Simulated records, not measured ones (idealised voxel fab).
The following process module bears the name voxel self aligned contacts.
In the cross-section labelled cut, the width is 185 nm and each square cell is 5 nm.
The cross-sections in this document take the form of a grid made of square cells. They are written out as bands, in order from top to bottom. Each band consists of one or more rows of cells.
Per band: top height and bottom height in nm, followed by the left-to-right materials and their widths in nm; "throughout" marks a single material spanning edge to edge, "blank" marks empty space.
Measure heights from 0. That's the level where, below it, the as-received wafer is all one material. The lowest band is bottomless and extends downward; write it as in "0 down".
Quick explanation for "30..40": the width changes in equal steps down the rows of cells, from the first number in the band's top row to the second number in its bottom row.
Reading "all unchanged" for a step: not a cell of the cross-section changed in it.
Closed-off voids of 8+ cells (no open route to the top) go in "Voids lacking openings", written width x height at distance from the left edge, in nm.
Formally, on a step line, whatever follows the settings is a remark that the simulator itself makes on the step.
overlay nm: how far to the right of its planned place the mask lay on this masked step (negative: to the left).
Guide to the pairs. Each holds a before and an after cross-section around one process step; the after cross-section is cut off at the lowest band that changed. Look under the pair for the step between them and its settings. Pairs can come from different runs of this module on the same starting wafer, so a pair follows on from the one above it only where its entry headed "Before the process" says it does.

Before the process:
- 0 down  Si throughout
- Voids lacking openings: none

Post-Process Section:
- 5 to 0  SiO2 throughout
- Below 0 it's all the same as before, nothing changed down there.
- Voids lacking openings: none
Process step bridging the above cross-sections: CONFORMAL_DEP with material SiO2, thk nm 5

Before the process: unchanged from the after cross-section in the pair immediately above; refer to that figure.

Post-Process Section:
- 35 to 5  polySi throughout
- Below 5 it's all the same as before, nothing changed down there.
- Voids lacking openings: none
Process step bridging the above cross-sections: DIRECTIONAL_DEP with material polySi, thk nm 30

Before the process: unchanged from the after cross-section in the pair immediately above; refer to that figure.

Post-Process Section:
- 55 to 35  SiN throughout
- Below 35 it's all the same as before, nothing changed down there.
- Voids lacking openings: none
Process step bridging the above cross-sections: DIRECTIONAL_DEP with material SiN, thk nm 20

Before the process: unchanged from the after cross-section in the pair immediately above; refer to that figure.

Post-Process Section:
- 75 to 55  50 of blank; 25 of resist; 35 of blank; 25 of resist; 50 of blank
- Below 55 it's all the same as before, nothing changed down there.
- Voids lacking openings: none
Process step bridging the above cross-sections: PATTERN with tone cover, mask id GATE, material resist, width nm 25, pitch nm 60, thk nm 20, overlay nm 0

Before the process: unchanged from the after cross-section in the pair immediately above; refer to that figure.

Post-Process Section:
- 75 to 55  50 of blank; 25 of resist; 35 of blank; 25 of resist; 50 of blank
- 55 to 35  50 of blank; 25 of SiN; 35 of blank; 25 of SiN; 50 of blank
- Below 35 it's all the same as before, nothing changed down there.
- Voids lacking openings: none
Process step bridging the above cross-sections: DIRECTIONAL_ETCH with etch materials SiN, depth nm 20

Before the process: unchanged from the after cross-section in the pair immediately above; refer to that figure.

Post-Process Section:
- 75 to 55  50 of blank; 25 of resist; 35 of blank; 25 of resist; 50 of blank
- 55 to 35  50 of blank; 25 of SiN; 35 of blank; 25 of SiN; 50 of blank
- 35 to 5  50 of blank; 25 of polySi; 35 of blank; 25 of polySi; 50 of blank
- Below 5 it's all the same as before, nothing changed down there.
- Voids lacking openings: none
Process step bridging the above cross-sections: DIRECTIONAL_ETCH with etch materials polySi, depth nm 30

Before the process: unchanged from the after cross-section in the pair immediately above; refer to that figure.

Post-Process Section:
- 55 to 35  50 of blank; 25 of SiN; 35 of blank; 25 of SiN; 50 of blank
- Below 35 it's all the same as before, nothing changed down there.
- Voids lacking openings: none
Process step bridging the above cross-sections: STRIP with etch materials resist

Before the process: unchanged from the after cross-section in the pair immediately above; refer to that figure.

Post-Process Section:
- 65 to 35  40 of blank; 45 of SiN; 15 of blank; 45 of SiN; 40 of blank
- 35 to 15  40 of blank; 10 of SiN; 25 of polySi; 10 of SiN; 15 of blank; 10 of SiN; 25 of polySi; 10 of SiN; 40 of blank
- 15 to 5  50 of SiN; 25 of polySi; 35 of SiN; 25 of polySi; 50 of SiN
- Below 5 it's all the same as before, nothing changed down there.
- Voids lacking openings: none
Process step bridging the above cross-sections: CONFORMAL_DEP with material SiN, thk nm 10

Before the process: unchanged from the after cross-section in the pair immediately above; refer to that figure.

Post-Process Section:
- 55 to 35  40 of blank; 45 of SiN; 15 of blank; 45 of SiN; 40 of blank
- 35 to 5  40 of blank; 10 of SiN; 25 of polySi; 10 of SiN; 15 of blank; 10 of SiN; 25 of polySi; 10 of SiN; 40 of blank
- Below 5 it's all the same as before, nothing changed down there.
- Voids lacking openings: none
Process step bridging the above cross-sections: DIRECTIONAL_ETCH with etch materials SiN, depth nm 10

Before the process: unchanged from the after cross-section in the pair immediately above; refer to that figure.

Post-Process Section:
- 75 to 55  SiO2 throughout
- 55 to 35  40 of SiO2; 45 of SiN; 15 of SiO2; 45 of SiN; 40 of SiO2
- 35 to 5  40 of SiO2; 10 of SiN; 25 of polySi; 10 of SiN; 15 of SiO2; 10 of SiN; 25 of polySi; 10 of SiN; 40 of SiO2
- Below 5 it's all the same as before, nothing changed down there.
- Voids lacking openings: none
Process step bridging the above cross-sections: FILL_DEP with material SiO2, thk nm 20

Before the process: unchanged from the after cross-section in the pair immediately above; refer to that figure.

Post-Process Section:
- 65 to 55  SiO2 throughout
- Below 55 it's all the same as before, nothing changed down there.
- Voids lacking openings: none
Process step bridging the above cross-sections: CMP with height nm 65

Before the process: unchanged from the after cross-section in the pair immediately above; refer to that figure.

Post-Process Section:
- 80 to 65  70 of resist; 45 of blank; 70 of resist
- Below 65 it's all the same as before, nothing changed down there.
- Voids lacking openings: none
Process step bridging the above cross-sections: PATTERN with tone open, mask id CONTACT, material resist, width nm 45, thk nm 15, overlay nm 0

Before the process: unchanged from the after cross-section in the pair immediately above; refer to that figure.

Post-Process Section:
- 80 to 65  70 of resist; 45 of blank; 70 of resist
- 65 to 55  70 of SiO2; 45 of blank; 70 of SiO2
- 55 to 35  40 of SiO2; 45 of SiN; 15 of blank; 45 of SiN; 40 of SiO2
- 35 to 5  40 of SiO2; 10 of SiN; 25 of polySi; 10 of SiN; 15 of blank; 10 of SiN; 25 of polySi; 10 of SiN; 40 of SiO2
- 5 to 0  85 of SiO2; 15 of blank; 85 of SiO2
- Below 0 it's all the same as before, nothing changed down there.
- Voids lacking openings: none
Process step bridging the above cross-sections: DIRECTIONAL_ETCH with etch materials SiO2, depth nm 65

Before the process: unchanged from the after cross-section in the pair immediately above; refer to that figure.

Post-Process Section:
- 65 to 55  70 of SiO2; 45 of blank; 70 of SiO2
- Below 55 it's all the same as before, nothing changed down there.
- Voids lacking openings: none
Process step bridging the above cross-sections: STRIP with etch materials resist

Before the process: unchanged from the after cross-section in the pair immediately above; refer to that figure.

Post-Process Section:
- 70 to 65  75 of TiN; 35 of blank; 75 of TiN
- 65 to 55  70 of SiO2; 5..20 of TiN; 35..5 of blank; 5..20 of TiN; 70 of SiO2
- 55 to 35  40 of SiO2; 45 of SiN; 5 of TiN; 5 of blank; 5 of TiN; 45 of SiN; 40 of SiO2
- 35 to 5  40 of SiO2; 10 of SiN; 25 of polySi; 10 of SiN; 5 of TiN; 5 of blank; 5 of TiN; 10 of SiN; 25 of polySi; 10 of SiN; 40 of SiO2
- 5 to 0  85 of SiO2; 15 of TiN; 85 of SiO2
- Below 0 it's all the same as before, nothing changed down there.
- Voids lacking openings: none
Process step bridging the above cross-sections: CONFORMAL_DEP with material TiN, thk nm 5

Before the process: unchanged from the after cross-section in the pair immediately above; refer to that figure.

Post-Process Section:
- 75 to 70  W throughout
- 70 to 65  75 of TiN; 35 of W; 75 of TiN
- 65 to 55  70 of SiO2; 5..20 of TiN; 35..5 of W; 5..20 of TiN; 70 of SiO2
- 55 to 35  40 of SiO2; 45 of SiN; 5 of TiN; 5 of W; 5 of TiN; 45 of SiN; 40 of SiO2
- 35 to 5  40 of SiO2; 10 of SiN; 25 of polySi; 10 of SiN; 5 of TiN; 5 of W; 5 of TiN; 10 of SiN; 25 of polySi; 10 of SiN; 40 of SiO2
- Below 5 it's all the same as before, nothing changed down there.
- Voids lacking openings: none
Process step bridging the above cross-sections: FILL_DEP with material W, thk nm 5

Before the process: unchanged from the after cross-section in the pair immediately above; refer to that figure.

Post-Process Section:
- 65 to 55  70 of SiO2; 5..20 of TiN; 35..5 of W; 5..20 of TiN; 70 of SiO2
- Below 55 it's all the same as before, nothing changed down there.
- Voids lacking openings: none
Process step bridging the above cross-sections: CMP with height nm 65

Before the process: unchanged from the after cross-section in the pair immediately above; refer to that figure.

Post-Process Section:
- 70 to 65  SiCN throughout
- Below 65 it's all the same as before, nothing changed down there.
- Voids lacking openings: none
Process step bridging the above cross-sections: CONFORMAL_DEP with material SiCN, thk nm 5

Before the process:
- 0 down  Si throughout
- Voids lacking openings: none

Post-Process Section:
- 30 to 0  polySi throughout
- Below 0 it's all the same as before, nothing changed down there.
- Voids lacking openings: none
Process step bridging the above cross-sections: DIRECTIONAL_DEP with material polySi, thk nm 30

Before the process: unchanged from the after cross-section in the pair immediately above; refer to that figure.

Post-Process Section:
- 50 to 30  SiN throughout
- Below 30 it's all the same as before, nothing changed down there.
- Voids lacking openings: none
Process step bridging the above cross-sections: DIRECTIONAL_DEP with material SiN, thk nm 20

Before the process: unchanged from the after cross-section in the pair immediately above; refer to that figure.

Post-Process Section:
- 70 to 50  50 of blank; 25 of resist; 35 of blank; 25 of resist; 50 of blank
- Below 50 it's all the same as before, nothing changed down there.
- Voids lacking openings: none
Process step bridging the above cross-sections: PATTERN with tone cover, mask id GATE, material resist, width nm 25, pitch nm 60, thk nm 20, overlay nm 0

Before the process: unchanged from the after cross-section in the pair immediately above; refer to that figure.

Post-Process Section:
- 70 to 50  50 of blank; 25 of resist; 35 of blank; 25 of resist; 50 of blank
- 50 to 30  50 of blank; 25 of SiN; 35 of blank; 25 of SiN; 50 of blank
- Below 30 it's all the same as before, nothing changed down there.
- Voids lacking openings: none
Process step bridging the above cross-sections: DIRECTIONAL_ETCH with etch materials SiN, depth nm 20

Before the process: unchanged from the after cross-section in the pair immediately above; refer to that figure.

Post-Process Section:
- 70 to 50  50 of blank; 25 of resist; 35 of blank; 25 of resist; 50 of blank
- 50 to 30  50 of blank; 25 of SiN; 35 of blank; 25 of SiN; 50 of blank
- 30 to 0  50 of blank; 25 of polySi; 35 of blank; 25 of polySi; 50 of blank
- Below 0 it's all the same as before, nothing changed down there.
- Voids lacking openings: none
Process step bridging the above cross-sections: DIRECTIONAL_ETCH with etch materials polySi, depth nm 30

Before the process: unchanged from the after cross-section in the pair immediately above; refer to that figure.

Post-Process Section:
- 50 to 30  50 of blank; 25 of SiN; 35 of blank; 25 of SiN; 50 of blank
- Below 30 it's all the same as before, nothing changed down there.
- Voids lacking openings: none
Process step bridging the above cross-sections: STRIP with etch materials resist

Before the process: unchanged from the after cross-section in the pair immediately above; refer to that figure.

Post-Process Section:
- 60 to 30  40 of blank; 45 of SiN; 15 of blank; 45 of SiN; 40 of blank
- 30 to 10  40 of blank; 10 of SiN; 25 of polySi; 10 of SiN; 15 of blank; 10 of SiN; 25 of polySi; 10 of SiN; 40 of blank
- 10 to 0  50 of SiN; 25 of polySi; 35 of SiN; 25 of polySi; 50 of SiN
- Below 0 it's all the same as before, nothing changed down there.
- Voids lacking openings: none
Process step bridging the above cross-sections: CONFORMAL_DEP with material SiN, thk nm 10

Before the process: unchanged from the after cross-section in the pair immediately above; refer to that figure.

Post-Process Section:
- 50 to 30  40 of blank; 45 of SiN; 15 of blank; 45 of SiN; 40 of blank
- 30 to 0  40 of blank; 10 of SiN; 25 of polySi; 10 of SiN; 15 of blank; 10 of SiN; 25 of polySi; 10 of SiN; 40 of blank
- Below 0 it's all the same as before, nothing changed down there.
- Voids lacking openings: none
Process step bridging the above cross-sections: DIRECTIONAL_ETCH with etch materials SiN, depth nm 10

Before the process: unchanged from the after cross-section in the pair immediately above; refer to that figure.

Post-Process Section:
- 70 to 50  SiO2 throughout
- 50 to 30  40 of SiO2; 45 of SiN; 15 of SiO2; 45 of SiN; 40 of SiO2
- 30 to 0  40 of SiO2; 10 of SiN; 25 of polySi; 10 of SiN; 15 of SiO2; 10 of SiN; 25 of polySi; 10 of SiN; 40 of SiO2
- Below 0 it's all the same as before, nothing changed down there.
- Voids lacking openings: none
Process step bridging the above cross-sections: FILL_DEP with material SiO2, thk nm 20

Before the process: unchanged from the after cross-section in the pair immediately above; refer to that figure.

Post-Process Section:
- 65 to 50  SiO2 throughout
- Below 50 it's all the same as before, nothing changed down there.
- Voids lacking openings: none
Process step bridging the above cross-sections: CMP with height nm 65

Before the process: unchanged from the after cross-section in the pair immediately above; refer to that figure.

Post-Process Section:
- 80 to 65  70 of resist; 45 of blank; 70 of resist
- Below 65 it's all the same as before, nothing changed down there.
- Voids lacking openings: none
Process step bridging the above cross-sections: PATTERN with tone open, mask id CONTACT, material resist, width nm 45, thk nm 15, overlay nm 0

Before the process: unchanged from the after cross-section in the pair immediately above; refer to that figure.

Post-Process Section:
- 80 to 65  70 of resist; 45 of blank; 70 of resist
- 65 to 50  70 of SiO2; 45 of blank; 70 of SiO2
- 50 to 30  40 of SiO2; 45 of SiN; 15 of blank; 45 of SiN; 40 of SiO2
- 30 to 0  40 of SiO2; 10 of SiN; 25 of polySi; 10 of SiN; 15 of blank; 10 of SiN; 25 of polySi; 10 of SiN; 40 of SiO2
- Below 0 it's all the same as before, nothing changed down there.
- Voids lacking openings: none
Process step bridging the above cross-sections: DIRECTIONAL_ETCH with etch materials SiO2, depth nm 65

Before the process: unchanged from the after cross-section in the pair immediately above; refer to that figure.

Post-Process Section:
- 65 to 50  70 of SiO2; 45 of blank; 70 of SiO2
- Below 50 it's all the same as before, nothing changed down there.
- Voids lacking openings: none
Process step bridging the above cross-sections: STRIP with etch materials resist

Before the process: unchanged from the after cross-section in the pair immediately above; refer to that figure.

Post-Process Section:
- 70 to 65  75 of TiN; 35 of blank; 75 of TiN
- 65 to 55  70 of SiO2; 5 of TiN; 35 of blank; 5 of TiN; 70 of SiO2
- 55 to 50  70 of SiO2; 20 of TiN; 5 of blank; 20 of TiN; 70 of SiO2
- 50 to 30  40 of SiO2; 45 of SiN; 5 of TiN; 5 of blank; 5 of TiN; 45 of SiN; 40 of SiO2
- 30 to 5  40 of SiO2; 10 of SiN; 25 of polySi; 10 of SiN; 5 of TiN; 5 of blank; 5 of TiN; 10 of SiN; 25 of polySi; 10 of SiN; 40 of SiO2
- 5 to 0  40 of SiO2; 10 of SiN; 25 of polySi; 10 of SiN; 15 of TiN; 10 of SiN; 25 of polySi; 10 of SiN; 40 of SiO2
- Below 0 it's all the same as before, nothing changed down there.
- Voids lacking openings: none
Process step bridging the above cross-sections: CONFORMAL_DEP with material TiN, thk nm 5

Before the process: unchanged from the after cross-section in the pair immediately above; refer to that figure.

Post-Process Section:
- 75 to 70  W throughout
- 70 to 65  75 of TiN; 35 of W; 75 of TiN
- 65 to 55  70 of SiO2; 5 of TiN; 35 of W; 5 of TiN; 70 of SiO2
- 55 to 50  70 of SiO2; 20 of TiN; 5 of W; 20 of TiN; 70 of SiO2
- 50 to 30  40 of SiO2; 45 of SiN; 5 of TiN; 5 of W; 5 of TiN; 45 of SiN; 40 of SiO2
- 30 to 5  40 of SiO2; 10 of SiN; 25 of polySi; 10 of SiN; 5 of TiN; 5 of W; 5 of TiN; 10 of SiN; 25 of polySi; 10 of SiN; 40 of SiO2
- Below 5 it's all the same as before, nothing changed down there.
- Voids lacking openings: none
Process step bridging the above cross-sections: FILL_DEP with material W, thk nm 5

Before the process: unchanged from the after cross-section in the pair immediately above; refer to that figure.

Post-Process Section:
- 65 to 55  70 of SiO2; 5 of TiN; 35 of W; 5 of TiN; 70 of SiO2
- Below 55 it's all the same as before, nothing changed down there.
- Voids lacking openings: none
Process step bridging the above cross-sections: CMP with height nm 65

Before the process: unchanged from the after cross-section in the pair immediately above; refer to that figure.

Post-Process Section:
- 70 to 65  SiCN throughout
- Below 65 it's all the same as before, nothing changed down there.
- Voids lacking openings: none
Process step bridging the above cross-sections: CONFORMAL_DEP with material SiCN, thk nm 5

Before the process:
- 35 to 5  polySi throughout
- 5 to 0  SiO2 throughout
- 0 down  Si throughout
- Voids lacking openings: none

Post-Process Section:
- 65 to 5  polySi throughout
- Below 5 it's all the same as before, nothing changed down there.
- Voids lacking openings: none
Process step bridging the above cross-sections: DIRECTIONAL_DEP with material polySi, thk nm 30

Before the process: unchanged from the after cross-section in the pair immediately above; refer to that figure.

Post-Process Section:
- 85 to 65  SiN throughout
- Below 65 it's all the same as before, nothing changed down there.
- Voids lacking openings: none
Process step bridging the above cross-sections: DIRECTIONAL_DEP with material SiN, thk nm 20

Before the process: unchanged from the after cross-section in the pair immediately above; refer to that figure.

Post-Process Section:
- 105 to 85  50 of blank; 25 of resist; 35 of blank; 25 of resist; 50 of blank
- Below 85 it's all the same as before, nothing changed down there.
- Voids lacking openings: none
Process step bridging the above cross-sections: PATTERN with tone cover, mask id GATE, material resist, width nm 25, pitch nm 60, thk nm 20, overlay nm 0

Before the process: unchanged from the after cross-section in the pair immediately above; refer to that figure.

Post-Process Section:
- 105 to 85  50 of blank; 25 of resist; 35 of blank; 25 of resist; 50 of blank
- 85 to 65  50 of blank; 25 of SiN; 35 of blank; 25 of SiN; 50 of blank
- Below 65 it's all the same as before, nothing changed down there.
- Voids lacking openings: none
Process step bridging the above cross-sections: DIRECTIONAL_ETCH with etch materials SiN, depth nm 20

Before the process: unchanged from the after cross-section in the pair immediately above; refer to that figure.

Post-Process Section:
- 105 to 85  50 of blank; 25 of resist; 35 of blank; 25 of resist; 50 of blank
- 85 to 65  50 of blank; 25 of SiN; 35 of blank; 25 of SiN; 50 of blank
- 65 to 35  50 of blank; 25 of polySi; 35 of blank; 25 of polySi; 50 of blank
- Below 35 it's all the same as before, nothing changed down there.
- Voids lacking openings: none
Process step bridging the above cross-sections: DIRECTIONAL_ETCH with etch materials polySi, depth nm 30

Before the process: unchanged from the after cross-section in the pair immediately above; refer to that figure.

Post-Process Section:
- 85 to 65  50 of blank; 25 of SiN; 35 of blank; 25 of SiN; 50 of blank
- Below 65 it's all the same as before, nothing changed down there.
- Voids lacking openings: none
Process step bridging the above cross-sections: STRIP with etch materials resist

Before the process: unchanged from the after cross-section in the pair immediately above; refer to that figure.

Post-Process Section:
- 95 to 65  40 of blank; 45 of SiN; 15 of blank; 45 of SiN; 40 of blank
- 65 to 45  40 of blank; 10 of SiN; 25 of polySi; 10 of SiN; 15 of blank; 10 of SiN; 25 of polySi; 10 of SiN; 40 of blank
- 45 to 35  50 of SiN; 25 of polySi; 35 of SiN; 25 of polySi; 50 of SiN
- Below 35 it's all the same as before, nothing changed down there.
- Voids lacking openings: none
Process step bridging the above cross-sections: CONFORMAL_DEP with material SiN, thk nm 10

Before the process: unchanged from the after cross-section in the pair immediately above; refer to that figure.

Post-Process Section:
- 85 to 65  40 of blank; 45 of SiN; 15 of blank; 45 of SiN; 40 of blank
- 65 to 35  40 of blank; 10 of SiN; 25 of polySi; 10 of SiN; 15 of blank; 10 of SiN; 25 of polySi; 10 of SiN; 40 of blank
- Below 35 it's all the same as before, nothing changed down there.
- Voids lacking openings: none
Process step bridging the above cross-sections: DIRECTIONAL_ETCH with etch materials SiN, depth nm 10

Before the process: unchanged from the after cross-section in the pair immediately above; refer to that figure.

Post-Process Section:
- 105 to 85  SiO2 throughout
- 85 to 65  40 of SiO2; 45 of SiN; 15 of SiO2; 45 of SiN; 40 of SiO2
- 65 to 35  40 of SiO2; 10 of SiN; 25 of polySi; 10 of SiN; 15 of SiO2; 10 of SiN; 25 of polySi; 10 of SiN; 40 of SiO2
- Below 35 it's all the same as before, nothing changed down there.
- Voids lacking openings: none
Process step bridging the above cross-sections: FILL_DEP with material SiO2, thk nm 20

Before the process: unchanged from the after cross-section in the pair immediately above; refer to that figure.

Post-Process Section:
- 65 to 35  40 of SiO2; 10 of SiN; 25 of polySi; 10 of SiN; 15 of SiO2; 10 of SiN; 25 of polySi; 10 of SiN; 40 of SiO2
- Below 35 it's all the same as before, nothing changed down there.
- Voids lacking openings: none
Process step bridging the above cross-sections: CMP with height nm 65

Before the process: unchanged from the after cross-section in the pair immediately above; refer to that figure.

Post-Process Section:
- 80 to 65  70 of resist; 45 of blank; 70 of resist
- Below 65 it's all the same as before, nothing changed down there.
- Voids lacking openings: none
Process step bridging the above cross-sections: PATTERN with tone open, mask id CONTACT, material resist, width nm 45, thk nm 15, overlay nm 0

Before the process: unchanged from the after cross-section in the pair immediately above; refer to that figure.

Post-Process Section:
- 80 to 65  70 of resist; 45 of blank; 70 of resist
- 65 to 35  40 of SiO2; 10 of SiN; 25 of polySi; 10 of SiN; 15 of blank; 10 of SiN; 25 of polySi; 10 of SiN; 40 of SiO2
- Below 35 it's all the same as before, nothing changed down there.
- Voids lacking openings: none
Process step bridging the above cross-sections: DIRECTIONAL_ETCH with etch materials SiO2, depth nm 65

Before the process: unchanged from the after cross-section in the pair immediately above; refer to that figure.

Post-Process Section:
- 65 to 35  40 of SiO2; 10 of SiN; 25 of polySi; 10 of SiN; 15 of blank; 10 of SiN; 25 of polySi; 10 of SiN; 40 of SiO2
- Below 35 it's all the same as before, nothing changed down there.
- Voids lacking openings: none
Process step bridging the above cross-sections: STRIP with etch materials resist

Before the process: unchanged from the after cross-section in the pair immediately above; refer to that figure.

Post-Process Section:
- 70 to 65  90 of TiN; 5 of blank; 90 of TiN
- 65 to 40  40 of SiO2; 10 of SiN; 25 of polySi; 10 of SiN; 5 of TiN; 5 of blank; 5 of TiN; 10 of SiN; 25 of polySi; 10 of SiN; 40 of SiO2
- 40 to 35  40 of SiO2; 10 of SiN; 25 of polySi; 10 of SiN; 15 of TiN; 10 of SiN; 25 of polySi; 10 of SiN; 40 of SiO2
- Below 35 it's all the same as before, nothing changed down there.
- Voids lacking openings: none
Process step bridging the above cross-sections: CONFORMAL_DEP with material TiN, thk nm 5

Before the process: unchanged from the after cross-section in the pair immediately above; refer to that figure.

Post-Process Section:
- 75 to 70  W throughout
- 70 to 65  90 of TiN; 5 of W; 90 of TiN
- 65 to 40  40 of SiO2; 10 of SiN; 25 of polySi; 10 of SiN; 5 of TiN; 5 of W; 5 of TiN; 10 of SiN; 25 of polySi; 10 of SiN; 40 of SiO2
- Below 40 it's all the same as before, nothing changed down there.
- Voids lacking openings: none
Process step bridging the above cross-sections: FILL_DEP with material W, thk nm 5

Before the process: unchanged from the after cross-section in the pair immediately above; refer to that figure.

Post-Process Section:
- 65 to 40  40 of SiO2; 10 of SiN; 25 of polySi; 10 of SiN; 5 of TiN; 5 of W; 5 of TiN; 10 of SiN; 25 of polySi; 10 of SiN; 40 of SiO2
- Below 40 it's all the same as before, nothing changed down there.
- Voids lacking openings: none
Process step bridging the above cross-sections: CMP with height nm 65

Before the process: unchanged from the after cross-section in the pair immediately above; refer to that figure.

Post-Process Section:
- 70 to 65  SiCN throughout
- Below 65 it's all the same as before, nothing changed down there.
- Voids lacking openings: none
Process step bridging the above cross-sections: CONFORMAL_DEP with material SiCN, thk nm 5

Before the process:
- 5 to 0  SiO2 throughout
- 0 down  Si throughout
- Voids lacking openings: none

Post-Process Section:
- 25 to 5  SiN throughout
- Below 5 it's all the same as before, nothing changed down there.
- Voids lacking openings: none
Process step bridging the above cross-sections: DIRECTIONAL_DEP with material SiN, thk nm 20

Before the process: unchanged from the after cross-section in the pair immediately above; refer to that figure.

Post-Process Section:
- 55 to 25  polySi throughout
- Below 25 it's all the same as before, nothing changed down there.
- Voids lacking openings: none
Process step bridging the above cross-sections: DIRECTIONAL_DEP with material polySi, thk nm 30

Before the process: unchanged from the after cross-section in the pair immediately above; refer to that figure.

Post-Process Section:
- 75 to 55  50 of blank; 25 of resist; 35 of blank; 25 of resist; 50 of blank
- Below 55 it's all the same as before, nothing changed down there.
- Voids lacking openings: none
Process step bridging the above cross-sections: PATTERN with tone cover, mask id GATE, material resist, width nm 25, pitch nm 60, thk nm 20, overlay nm 0

Before the process: unchanged from the after cross-section in the pair immediately above; refer to that figure.

Post-Process Section:
- 75 to 55  50 of blank; 25 of resist; 35 of blank; 25 of resist; 50 of blank
- 55 to 25  50 of blank; 25 of polySi; 35 of blank; 25 of polySi; 50 of blank
- Below 25 it's all the same as before, nothing changed down there.
- Voids lacking openings: none
Process step bridging the above cross-sections: DIRECTIONAL_ETCH with etch materials polySi, depth nm 30

Before the process: unchanged from the after cross-section in the pair immediately above; refer to that figure.

Post-Process Section:
- 55 to 25  50 of blank; 25 of polySi; 35 of blank; 25 of polySi; 50 of blank
- Below 25 it's all the same as before, nothing changed down there.
- Voids lacking openings: none
Process step bridging the above cross-sections: STRIP with etch materials resist

Before the process: unchanged from the after cross-section in the pair immediately above; refer to that figure.

Post-Process Section:
- 65 to 55  40 of blank; 45 of SiN; 15 of blank; 45 of SiN; 40 of blank
- 55 to 35  40 of blank; 10 of SiN; 25 of polySi; 10 of SiN; 15 of blank; 10 of SiN; 25 of polySi; 10 of SiN; 40 of blank
- 35 to 25  50 of SiN; 25 of polySi; 35 of SiN; 25 of polySi; 50 of SiN
- Below 25 it's all the same as before, nothing changed down there.
- Voids lacking openings: none
Process step bridging the above cross-sections: CONFORMAL_DEP with material SiN, thk nm 10

Before the process: unchanged from the after cross-section in the pair immediately above; refer to that figure.

Post-Process Section:
- 55 to 25  40 of blank; 10 of SiN; 25 of polySi; 10 of SiN; 15 of blank; 10 of SiN; 25 of polySi; 10 of SiN; 40 of blank
- Below 25 it's all the same as before, nothing changed down there.
- Voids lacking openings: none
Process step bridging the above cross-sections: DIRECTIONAL_ETCH with etch materials SiN, depth nm 10

Before the process: unchanged from the after cross-section in the pair immediately above; refer to that figure.

Post-Process Section:
- 75 to 55  SiO2 throughout
- 55 to 25  40 of SiO2; 10 of SiN; 25 of polySi; 10 of SiN; 15 of SiO2; 10 of SiN; 25 of polySi; 10 of SiN; 40 of SiO2
- Below 25 it's all the same as before, nothing changed down there.
- Voids lacking openings: none
Process step bridging the above cross-sections: FILL_DEP with material SiO2, thk nm 20

Before the process: unchanged from the after cross-section in the pair immediately above; refer to that figure.

Post-Process Section:
- 65 to 55  SiO2 throughout
- Below 55 it's all the same as before, nothing changed down there.
- Voids lacking openings: none
Process step bridging the above cross-sections: CMP with height nm 65

Before the process: unchanged from the after cross-section in the pair immediately above; refer to that figure.

Post-Process Section:
- 80 to 65  70 of resist; 45 of blank; 70 of resist
- Below 65 it's all the same as before, nothing changed down there.
- Voids lacking openings: none
Process step bridging the above cross-sections: PATTERN with tone open, mask id CONTACT, material resist, width nm 45, thk nm 15, overlay nm 0

Before the process: unchanged from the after cross-section in the pair immediately above; refer to that figure.

Post-Process Section:
- 80 to 65  70 of resist; 45 of blank; 70 of resist
- 65 to 55  70 of SiO2; 45 of blank; 70 of SiO2
- 55 to 25  40 of SiO2; 10 of SiN; 25 of polySi; 10 of SiN; 15 of blank; 10 of SiN; 25 of polySi; 10 of SiN; 40 of SiO2
- Below 25 it's all the same as before, nothing changed down there.
- Voids lacking openings: none
Process step bridging the above cross-sections: DIRECTIONAL_ETCH with etch materials SiO2, depth nm 65

Before the process: unchanged from the after cross-section in the pair immediately above; refer to that figure.

Post-Process Section:
- 65 to 55  70 of SiO2; 45 of blank; 70 of SiO2
- Below 55 it's all the same as before, nothing changed down there.
- Voids lacking openings: none
Process step bridging the above cross-sections: STRIP with etch materials resist

Before the process: unchanged from the after cross-section in the pair immediately above; refer to that figure.

Post-Process Section:
- 70 to 65  75 of TiN; 35 of blank; 75 of TiN
- 65 to 55  70 of SiO2; 5..20 of TiN; 35..5 of blank; 5..20 of TiN; 70 of SiO2
- 55 to 30  40 of SiO2; 10 of SiN; 25 of polySi; 10 of SiN; 5 of TiN; 5 of blank; 5 of TiN; 10 of SiN; 25 of polySi; 10 of SiN; 40 of SiO2
- 30 to 25  40 of SiO2; 10 of SiN; 25 of polySi; 10 of SiN; 15 of TiN; 10 of SiN; 25 of polySi; 10 of SiN; 40 of SiO2
- Below 25 it's all the same as before, nothing changed down there.
- Voids lacking openings: none
Process step bridging the above cross-sections: CONFORMAL_DEP with material TiN, thk nm 5

Before the process: unchanged from the after cross-section in the pair immediately above; refer to that figure.

Post-Process Section:
- 75 to 70  W throughout
- 70 to 65  75 of TiN; 35 of W; 75 of TiN
- 65 to 55  70 of SiO2; 5..20 of TiN; 35..5 of W; 5..20 of TiN; 70 of SiO2
- 55 to 30  40 of SiO2; 10 of SiN; 25 of polySi; 10 of SiN; 5 of TiN; 5 of W; 5 of TiN; 10 of SiN; 25 of polySi; 10 of SiN; 40 of SiO2
- Below 30 it's all the same as before, nothing changed down there.
- Voids lacking openings: none
Process step bridging the above cross-sections: FILL_DEP with material W, thk nm 5

Before the process: unchanged from the after cross-section in the pair immediately above; refer to that figure.

Post-Process Section:
- 65 to 55  70 of SiO2; 5..20 of TiN; 35..5 of W; 5..20 of TiN; 70 of SiO2
- Below 55 it's all the same as before, nothing changed down there.
- Voids lacking openings: none
Process step bridging the above cross-sections: CMP with height nm 65

Before the process: unchanged from the after cross-section in the pair immediately above; refer to that figure.

Post-Process Section:
- 70 to 65  SiCN throughout
- Below 65 it's all the same as before, nothing changed down there.
- Voids lacking openings: none
Process step bridging the above cross-sections: CONFORMAL_DEP with material SiCN, thk nm 5

Before the process:
- 75 to 55  50 of blank; 25 of resist; 35 of blank; 25 of resist; 50 of blank
- 55 to 35  SiN throughout
- 35 to 5  polySi throughout
- 5 to 0  SiO2 throughout
- 0 down  Si throughout
- Voids lacking openings: none

Post-Process Section:
- 75 to 55  50 of blank; 25 of resist; 35 of blank; 25 of resist; 50 of blank
- 55 to 40  50 of blank; 25 of SiN; 35 of blank; 25 of SiN; 50 of blank
- Below 40 it's all the same as before, nothing changed down there.
- Voids lacking openings: none
Process step bridging the above cross-sections: DIRECTIONAL_ETCH with etch materials SiN, depth nm 15

Before the process: unchanged from the after cross-section in the pair immediately above; refer to that figure.

Post-Process Section:
- 55 to 40  50 of blank; 25 of SiN; 35 of blank; 25 of SiN; 50 of blank
- Below 40 it's all the same as before, nothing changed down there.
- Voids lacking openings: none
Process step bridging the above cross-sections: STRIP with etch materials resist
